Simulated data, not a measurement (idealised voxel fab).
Process module, titled voxel ribs on slabs
Square cell edge 5 nm, section width 155 nm, ID cut.
Cross-section = grid of square cells, listed top down in bands; band = one or more rows.
Each band's line starts with the height of the band's top and of its bottom, in nm. Then come its materials from left to right, each with its width in nm. One material with "throughout" fills the band from edge to edge. "empty" is empty space.
Heights are reckoned from 0. Under this level, the received wafer is all of one material. The bottommost band is open-ended downward, for example "z 0 and below".
Width spec "30 to 40" -> top row of cells at first value, bottom row at second value, equal per-row change in between.
"identical to before" -> step changed no cross-section cell.
You'll see "Voids lacking openings" listing empty spaces that have no way open to the top, as long as they're 8 cells or more; the notation is width x height at distance, where the distance is from the left edge, and all of it is in nm.
after a step's settings: what the simulator itself notes on the step
"overlay nm" denotes, for a step that has a mask, the displacement of the mask to the right of its planned place, with negative values corresponding to the left.
plan
1: RECEIVE with material Si
2: DIRECTIONAL_DEP with material SiO2, thk nm 30
3: DIRECTIONAL_DEP with material polySi, thk nm 20
4: PATTERN with tone cover, mask id RIB, material resist, width nm 15, thk nm 15, overlay nm 0
5: DIRECTIONAL_ETCH with etch materials polySi, depth nm 10
6: STRIP with etch materials resist
7: DIRECTIONAL_DEP with material aC, thk nm 15
8: PATTERN with tone cover, mask id SLAB, material resist, width nm 75, thk nm 35, overlay nm 0
9: DIRECTIONAL_ETCH with etch materials aC, depth nm 15
10: STRIP with etch materials resist
11: DIRECTIONAL_ETCH with etch materials polySi, depth nm 10
12: STRIP with etch materials aC
13: FILL_DEP with material SiO2, thk nm 25
14: CMP with height nm 65
15: DIRECTIONAL_DEP with material W, thk nm 10
16: PATTERN with tone cover, mask id HEATER, material resist, width nm 15, thk nm 15, overlay nm 0
17: DIRECTIONAL_ETCH with etch materials W, depth nm 10
18: STRIP with etch materials resist
19: CONFORMAL_DEP with material SiO2, thk nm 5
Among the wafers covered here, the point of difference is the width nm at step 16; their starting state is shared, and the plan presents the value of the first wafer.
Cross-section of the first of several wafers on receipt, reflecting completion of step 1
  z 0 and below = Si throughout
  Voids lacking openings: none
Cross-section after step 19, the final step of the module, for the first of several wafers
  z 80 to 75 = empty 65 nm, then SiO2 25 nm, then empty 65 nm
  z 75 to 70 = empty 65 nm, then SiO2 5 nm, then W 15 nm, then SiO2 5 nm, then empty 65 nm
  z 70 to 65 = SiO2 70 nm, then W 15 nm, then SiO2 70 nm
  z 65 to 50 = SiO2 throughout
  z 50 to 40 = SiO2 70 nm, then polySi 15 nm, then SiO2 70 nm
  z 40 to 30 = SiO2 40 nm, then polySi 75 nm, then SiO2 40 nm
  z 30 to 0 = SiO2 throughout
  z 0 and below = Si throughout
  Voids lacking openings: none
Cross-section of the final wafer among several, taken at the end of the module
  z 80 to 75 = empty 55 nm, then SiO2 50 nm, then empty 50 nm
  z 75 to 70 = empty 55 nm, then SiO2 5 nm, then W 40 nm, then SiO2 5 nm, then empty 50 nm
  z 70 to 65 = SiO2 60 nm, then W 40 nm, then SiO2 55 nm
  z 65 to 50 = SiO2 throughout
  z 50 to 40 = SiO2 70 nm, then polySi 15 nm, then SiO2 70 nm
  z 40 to 30 = SiO2 40 nm, then polySi 75 nm, then SiO2 40 nm
  z 30 to 0 = SiO2 throughout
  z 0 and below = Si throughout
  Voids lacking openings: none
Each row below is a wafer at the end of the module, listing for every material the number of cells it has gained (+) or lost (-) since it was received, followed by its closed voids
width nm 15 | +402 SiO2 | +6 W | +36 polySi | Voids lacking openings: none
width nm 20 | +402 SiO2 | +8 W | +36 polySi | Voids lacking openings: none
width nm 25 | +402 SiO2 | +10 W | +36 polySi | Voids lacking openings: none
width nm 30 | +402 SiO2 | +12 W | +36 polySi | Voids lacking openings: none
width nm 35 | +402 SiO2 | +14 W | +36 polySi | Voids lacking openings: none
width nm 40 | +402 SiO2 | +16 W | +36 polySi | Voids lacking openings: none
